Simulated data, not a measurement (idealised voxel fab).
This section sets out a process module, namely voxel self aligned vias.
Displayed cross-section: cut, width of 215 nm, square cells sized 5 nm.
A cross-section is written here as square cells arranged in a grid, and it is given in bands from the top down, each band taking up one or more rows of cells.
A band entry consists of two parts. The first gives the height of the band's top and the height of its bottom, in nm. The rest lists the band's materials from left to right, each with its width in nm. A single material labelled with the word "edge to edge" fills the band from edge to edge, and the word "blank" marks empty space.
Basically, 0 is our baseline, since under it the wafer straight out of the box is all one material. The bottom band has no lower end and keeps on going down, so it looks like "0 nm and below".
Per-row width for "30 to 40": begins at first number (top row of band), ends at second number (bottom row), increment between rows held constant.
No cell of the cross-section changed in a step that is given as "nothing different".
The entry "Voids, enclosed" lists the empty spaces that cover at least 8 cells and have no open path to the top. Each is written as width x height at distance, where the distance is measured from the left edge and all three values are in nm.
Whatever follows a step's settings on its line is a remark the simulator itself makes about that step.
If you see "overlay nm" on a step's line and that step has a mask, it's telling you how far right of where it was planned the mask ended up; a negative number means it went left instead.
[List of planned process steps]
1,RECEIVE,material Si
2,CONFORMAL_DEP,material SiO2,thk nm 10
3,CONFORMAL_DEP,material SiCN,thk nm 5
4,DIRECTIONAL_DEP,material lowk,thk nm 30
5,MASKED_ETCH,tone open,mask id LINES,width nm 25,pitch nm 50,etch materials lowk,depth nm 30,overlay nm 0
6,CONFORMAL_DEP,material TiN,thk nm 5
7,FILL_DEP,material Ru,thk nm 5
8,CMP,height nm 45
9,SELECTIVE_ETCH,etch materials W Ru TiN,depth nm 5
10,FILL_DEP,material SiN,thk nm 10
11,CMP,height nm 45
12,DIRECTIONAL_DEP,material lowk,thk nm 15
13,PATTERN,tone open,mask id VIAS,material resist,width nm 35,thk nm 15,overlay nm 0
14,DIRECTIONAL_ETCH,etch materials lowk,depth nm 15
15,DIRECTIONAL_ETCH,etch materials SiN,depth nm 5
16,STRIP,etch materials resist
17,CONFORMAL_DEP,material TiN,thk nm 5
18,FILL_DEP,material Cu,thk nm 10
19,CMP,height nm 60
20,CONFORMAL_DEP,material SiCN,thk nm 5
[As-received wafer cross-section (after step 1)]
- 0 nm and below = Si edge to edge
- Voids, enclosed: none
[First of two wafers at the end of the module, shown in cross-section; run carried out as planned]
- 65 nm to 60 nm = SiCN edge to edge
- 60 nm to 50 nm = 65 of lowk | 5 of TiN | 25 of Cu | 5 of TiN | 115 of lowk
- 50 nm to 45 nm = 65 of lowk | 10 of TiN | 15 of Cu | 10 of TiN | 115 of lowk
- 45 nm to 40 nm = 70 of lowk | 25 of TiN | 25 of lowk | 25 of SiN | 70 of lowk
- 40 nm to 20 nm = 70 of lowk | 5 of TiN | 15 of Ru | 5 of TiN | 25 of lowk | 5 of TiN | 15 of Ru | 5 of TiN | 70 of lowk
- 20 nm to 15 nm = 70 of lowk | 25 of TiN | 25 of lowk | 25 of TiN | 70 of lowk
- 15 nm to 10 nm = SiCN edge to edge
- 10 nm to 0 nm = SiO2 edge to edge
- 0 nm and below = Si edge to edge
- Voids, enclosed: none
[Cross-section, wafer two of two, end of module: same start and plan as wafer one, one error in execution]
- 65 nm to 60 nm = SiCN edge to edge
- 60 nm to 50 nm = 65 of lowk | 5 of TiN | 25 of Cu | 5 of TiN | 115 of lowk
- 50 nm to 45 nm = 65 of lowk | 15 of TiN | 10 of Cu | 10 of TiN | 115 of lowk
- 45 nm to 40 nm = 75 of lowk | 20 of TiN | 30 of lowk | 20 of SiN | 70 of lowk
- 40 nm to 20 nm = 75 of lowk | 5 of TiN | 10 of Ru | 5 of TiN | 30 of lowk | 5 of TiN | 10 of Ru | 5 of TiN | 70 of lowk
- 20 nm to 15 nm = 75 of lowk | 20 of TiN | 30 of lowk | 20 of TiN | 70 of lowk
- 15 nm to 10 nm = SiCN edge to edge
- 10 nm to 0 nm = SiO2 edge to edge
- 0 nm and below = Si edge to edge
- Voids, enclosed: none
Deviation noted in wafer processing: it should be noted that step 5 was executed with settings other than those planned, the operation and settings actually applied being MASKED_ETCH,tone open,mask id LINES,width nm 20,pitch nm 50,etch materials lowk,depth nm 30,overlay nm 0
Per the end-of-run cell counts, the second wafer holds more or fewer of some materials than the first: Cu: 1 fewer; Ru: 8 fewer; SiN: 1 fewer; TiN: 2 fewer; lowk: 12 more
